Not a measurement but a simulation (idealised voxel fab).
process module | voxel tone inversion
cross-section cut | 215 nm wide | cells 5 nm
A cross-section is a grid of square cells, given in bands from the top down. A band is one or more rows of cells.
Each band's line starts with the height of the band's top and of its bottom, in nm. Then come its materials from left to right, each with its width in nm. One material with "throughout" fills the band from edge to edge. "air" is empty space.
Height 0 is the level under which the wafer as received is all one material. The lowest band goes on downwards, as in "0 down".
A width such as "30 to 40" changes by the same amount from each row of cells to the next, from the band's top row to its bottom row.
"no change" after a step means that no cell of the cross-section changed.
closed voids: empty space of 8 cells or more with no open way to the top, each as width x height at its distance from the left edge, in nm
after a step's settings: what the simulator itself notes on the step
overlay nm, on a step with a mask: how far to the right of its planned place the mask lay; to the left if negative
plan
1 op RECEIVE | material Si
2 op CONFORMAL_DEP | material SiCN | thk nm 5
3 op DIRECTIONAL_DEP | material polySi | thk nm 25
4 op PATTERN | tone cover | mask id POSTS | material resist | width nm 20 | pitch nm 45 | thk nm 35 | overlay nm 0
5 op DIRECTIONAL_ETCH | etch materials polySi | depth nm 25
6 op STRIP | etch materials resist
7 op FILL_DEP | material SiO2 | thk nm 10
8 op CMP | height nm 30
9 op STRIP | etch materials polySi
first wafer, as planned
as received, after step 1
  0 down: Si throughout
  closed voids: none
after step 2
  5 to 0: SiCN throughout
  below 0: unchanged
after step 3
  30 to 5: polySi throughout
  below 5: unchanged
after step 4
  65 to 30: air 75 | resist 20 | air 25 | resist 20 | air 75
  below 30: unchanged
after step 5
  65 to 30: air 75 | resist 20 | air 25 | resist 20 | air 75
  30 to 5: air 75 | polySi 20 | air 25 | polySi 20 | air 75
  below 5: unchanged
after step 6
  30 to 5: air 75 | polySi 20 | air 25 | polySi 20 | air 75
  below 5: unchanged
after step 7
  40 to 30: SiO2 throughout
  30 to 5: SiO2 75 | polySi 20 | SiO2 25 | polySi 20 | SiO2 75
  below 5: unchanged
after step 8
  30 to 5: SiO2 75 | polySi 20 | SiO2 25 | polySi 20 | SiO2 75
  below 5: unchanged
after step 9
  30 to 5: SiO2 75 | air 20 | SiO2 25 | air 20 | SiO2 75
  below 5: unchanged
second wafer: like start, like plan, one mistake. Through step 8 it matches the first wafer
when step 9 should have ended
  30 to 5: SiO2 75 | air 20 | SiO2 25 | air 20 | SiO2 75
  below 5: unchanged
what went wrong: step 9 was run twice
at the end the two cross-sections are the same: no effect in what this model computes
